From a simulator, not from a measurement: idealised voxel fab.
The document below concerns the process module designated voxel transistor to metal.
In the cross-section labelled cut, the width is 260 nm and each square cell is 5 nm.
Throughout this document, each cross-section is represented as a grid of square cells and is presented as a sequence of bands enumerated from the top downward, where a band comprises one or more rows of cells. Heads up on the band format: heights come first, top then bottom, in nm. After that it's the materials left to right, each with its width in nm. A single material flagged "edge to edge" fills the whole band edge to edge, and "air" means there's empty space there. Ref level 0: as-received wafer is one material below here. Bottom band extends down with no lower bound ("top 0, no bottom"). Width "30..40": first value at the band's top row of cells, second value at its bottom row, equal change from row to row. When a step is marked "remains unaltered", none of the cells in the cross-section changed during that step. Voids not open to the top, 8 cells minimum: see "Catalogued sealed voids". Written width x height at distance; distance is from the left edge; nm. That trailing text on a step's line, after the settings, is the simulator's own remark on the step. "overlay nm" answers the question of how far to the right of plan the mask lay on a step that has a mask, and when it is negative the answer is to the left.
## Process steps (planned)
1. RECEIVE [material Si]
2. CONFORMAL_DEP [material SiO2] [thk nm 5]
3. CONFORMAL_DEP [material SiN] [thk nm 15]
4. DIRECTIONAL_DEP [material aC] [thk nm 15]
5. PATTERN [tone cover] [mask id ACTIVE] [material resist] [width nm 105] [pitch nm 125] [thk nm 35] [overlay nm 0]
6. DIRECTIONAL_ETCH [etch materials aC] [depth nm 15]
7. STRIP [etch materials resist]
8. DIRECTIONAL_ETCH [etch materials SiN] [depth nm 15]
9. DIRECTIONAL_ETCH [etch materials SiO2] [depth nm 5]
10. DIRECTIONAL_ETCH [etch materials Si] [depth nm 30]
11. STRIP [etch materials aC]
12. FILL_DEP [material SiO2] [thk nm 10]
13. CMP [height nm 20]
14. SELECTIVE_ETCH [etch materials SiO2] [depth nm 5]
15. STRIP [etch materials SiN]
16. SELECTIVE_ETCH [etch materials SiO2] [depth nm 5]
17. OXIDIZE [depth nm 5]
18. DIRECTIONAL_DEP [material polySi] [thk nm 25]
19. DIRECTIONAL_DEP [material SiCN] [thk nm 10]
20. MASKED_ETCH [tone cover] [mask id GATE] [width nm 15] [pitch nm 125] [etch materials SiCN] [depth nm 20] [overlay nm 0]
21. MASKED_ETCH [tone cover] [mask id GATE] [width nm 15] [pitch nm 125] [etch materials polySi] [depth nm 35] [overlay nm 0]
22. CONFORMAL_DEP [material SiN] [thk nm 5]
23. DIRECTIONAL_ETCH [etch materials SiN] [depth nm 5]
24. DIRECTIONAL_ETCH [etch materials SiO2] [depth nm 5]
25. EPI [material nSi] [thk nm 5]
26. FILL_DEP [material SiO2] [thk nm 10]
27. CMP [height nm 35]
28. DIRECTIONAL_DEP [material SiO2] [thk nm 10]
29. DIRECTIONAL_DEP [material aC] [thk nm 10]
30. PATTERN [tone open] [mask id CONTACT] [material resist] [width nm 20] [thk nm 25] [overlay nm 0]
31. DIRECTIONAL_ETCH [etch materials aC] [depth nm 10]
32. STRIP [etch materials resist]
33. DIRECTIONAL_ETCH [etch materials SiO2] [depth nm 45]
34. STRIP [etch materials aC]
35. CONFORMAL_DEP [material TiN] [thk nm 5]
36. FILL_DEP [material W] [thk nm 10]
37. CMP [height nm 45]
38. DIRECTIONAL_DEP [material TiN] [thk nm 5]
39. DIRECTIONAL_DEP [material W] [thk nm 20]
40. MASKED_ETCH [tone cover] [mask id METAL_1] [width nm 20] [etch materials W] [depth nm 20] [overlay nm 0]
41. MASKED_ETCH [tone cover] [mask id METAL_1] [width nm 20] [etch materials TiN] [depth nm 5] [overlay nm 0]
42. FILL_DEP [material lowk] [thk nm 5]
43. CMP [height nm 70]
44. CONFORMAL_DEP [material SiCN] [thk nm 5]
45. DIRECTIONAL_DEP [material SiO2] [thk nm 25]
46. PATTERN [tone open] [mask id METAL_2] [material resist] [width nm 20] [pitch nm 125] [thk nm 15] [overlay nm 0]
47. DIRECTIONAL_ETCH [etch materials SiO2] [depth nm 15]
48. STRIP [etch materials resist]
49. PATTERN [tone open] [mask id METAL_2_HOLES] [material resist] [width nm 15] [pitch nm 125] [thk nm 20] [overlay nm 0]
50. DIRECTIONAL_ETCH [etch materials SiO2] [depth nm 10]
51. DIRECTIONAL_ETCH [etch materials SiCN] [depth nm 5]
52. STRIP [etch materials resist]
53. CONFORMAL_DEP [material TiN] [thk nm 5]
54. FILL_DEP [material Ru] [thk nm 10]
55. CMP [height nm 100]
56. CONFORMAL_DEP [material SiN] [thk nm 5]
## As-received wafer cross-section (after step 1)
top 0, no bottom = Si edge to edge
Catalogued sealed voids: none
## End-of-module cross-section. Starting structure and process plan as above; one mistake made in running it
top 105, bottom 100 = SiN edge to edge
top 100, bottom 90 = SiO2 20  TiN 5  Ru 10  TiN 5  SiO2 105  TiN 5  Ru 10  TiN 5  SiO2 95
top 90, bottom 85 = SiO2 20  TiN 5  Ru 5  TiN 10  SiO2 105  TiN 5  Ru 5  TiN 10  SiO2 95
top 85, bottom 75 = SiO2 20  TiN 5  Ru 5  TiN 5  SiO2 110  TiN 5  Ru 5  TiN 5  SiO2 100
top 75, bottom 70 = SiCN 20  TiN 15  SiCN 110  TiN 15  SiCN 100
top 70, bottom 50 = lowk 20  W 20  lowk 55  W 20  lowk 30  W 20  lowk 55  W 20  lowk 20
top 50, bottom 45 = lowk 20  TiN 20  lowk 55  TiN 20  lowk 30  TiN 20  lowk 55  TiN 20  lowk 20
top 45, bottom 35 = SiO2 20  TiN 5  W 10  TiN 5  SiO2 55  TiN 5  W 10  TiN 5  SiO2 30  TiN 5  W 10  TiN 5  SiO2 55  TiN 5  W 10  TiN 5  SiO2 20
top 35, bottom 25 = SiO2 20  TiN 5  W 10  TiN 5  SiO2 10  SiN 5  SiCN 15  SiN 5  SiO2 20  TiN 5  W 10  TiN 5  SiO2 30  TiN 5  W 10  TiN 5  SiO2 10  SiN 5  SiCN 15  SiN 5  SiO2 20  TiN 5  W 10  TiN 5  SiO2 20
top 25, bottom 10 = SiO2 20  TiN 5  W 10  TiN 5  SiO2 10  SiN 5  polySi 20  SiN 5  SiO2 15  TiN 5  W 10  TiN 5  SiO2 30  TiN 5  W 10  TiN 5  SiO2 10  SiN 5  polySi 20  SiN 5  SiO2 15  TiN 5  W 10  TiN 5  SiO2 20
top 10, bottom 5 = SiO2 10  SiN 5  SiO2 5  TiN 5  W 10  TiN 5  SiO2 10  SiN 5  polySi 20  SiN 5  SiO2 15  TiN 5  W 10  TiN 5  SiO2 5  SiN 5  SiO2 10  SiN 5  SiO2 5  TiN 5  W 10  TiN 5  SiO2 10  SiN 5  polySi 20  SiN 5  SiO2 15  TiN 5  W 10  TiN 5  SiO2 5  SiN 5  SiO2 10
top 5, bottom 0 = SiO2 10  SiN 5  SiO2 5  TiN 20  SiO2 10  SiN 5  polySi 20  SiN 5  SiO2 15  TiN 20  SiO2 5  SiN 5  SiO2 10  SiN 5  SiO2 5  TiN 20  SiO2 10  SiN 5  polySi 20  SiN 5  SiO2 15  TiN 20  SiO2 5  SiN 5  SiO2 10
top 0, bottom -5 = SiO2 15  nSi 35  SiO2 30  nSi 40  SiO2 20  nSi 35  SiO2 30  nSi 40  SiO2 15
top -5, bottom -30 = SiO2 15  Si 105  SiO2 20  Si 105  SiO2 15
top -30, no bottom = Si edge to edge
Catalogued sealed voids: none
Short version of what went wrong: step 20 ran differently from the plan; actual operation with settings: MASKED_ETCH [tone cover] [mask id GATE] [width nm 15] [pitch nm 125] [etch materials SiCN] [depth nm 20] [overlay nm -5]
